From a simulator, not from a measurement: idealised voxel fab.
Process module name: voxel air gaps
FYI the section here is cut, 230 nm wide, cells are 5 nm squares.
Throughout this document, each cross-section is represented as a grid of square cells and is presented as a sequence of bands enumerated from the top downward, where a band comprises one or more rows of cells.
Band: top height; bottom height; in nm. Then, left to right: material with width in nm, for each material. "full width": a single material spanning edge to edge. "blank": empty space.
Height 0 is the level under which the wafer as received is all one material. The lowest band goes on downwards, as in "0 and below".
Think of "30->40" as a width that walks from the first number to the second as you go down the band, top row to bottom row, taking equal-sized steps from row to row.
"left unchanged" after a step means that no cell of the cross-section changed.
Entry "Closed void inventory". Content: empty spaces with no open connection to the top, size 8 cells or greater. Each: width x height at distance. Distance: from left edge. Unit: nm.
It should be noted that, on the line of a given step, the content following the step's settings is a remark produced by the simulator itself with respect to that step.
"overlay nm" on a masked step: distance the mask lay right of its planned place, negative for left.

Here's what the planned process steps look like:
1. RECEIVE | material Si
2. CONFORMAL_DEP | material SiO2 | thk nm 10
3. CONFORMAL_DEP | material SiCN | thk nm 5
4. DIRECTIONAL_DEP | material SiO2 | thk nm 35
5. PATTERN | tone open | mask id LINES | material resist | width nm 15 | pitch nm 40 | thk nm 20 | overlay nm 0
6. DIRECTIONAL_ETCH | etch materials SiO2 | depth nm 35
7. STRIP | etch materials resist
8. CONFORMAL_DEP | material TiN | thk nm 5
9. FILL_DEP | material W | thk nm 5
10. CMP | height nm 50
11. EPI | material Ru | thk nm 10
12. SELECTIVE_ETCH | etch materials SiO2 | depth nm 45
13. CONFORMAL_DEP | material SiCN | thk nm 5
Wafers differ in thk nm at step 8; plan lists the first wafer's value; identical starting state.

The first of several wafers in cross-section, exactly as it reached us after step 1:
> 0 and below = Si full width
> Closed void inventory: none

Here is how to read the rows: every wafer has a row, and it shows the wafer at the end of the module, giving for each material how many cells were gained (+) or lost (-) since the wafer was received, then listing its closed voids:
thk nm 5, +42 Ru, +162 SiCN, +92 SiO2, +45 TiN, +18 W, Closed void inventory: 15 x 25 at 85; 15 x 25 at 125
thk nm 10, +42 Ru, +162 SiCN, +92 SiO2, +63 TiN, Closed void inventory: 15 x 25 at 85; 15 x 25 at 125
thk nm 15, +42 Ru, +162 SiCN, +92 SiO2, +63 TiN, Closed void inventory: 15 x 25 at 85; 15 x 25 at 125
thk nm 20, +42 Ru, +162 SiCN, +92 SiO2, +63 TiN, Closed void inventory: 15 x 25 at 85; 15 x 25 at 125
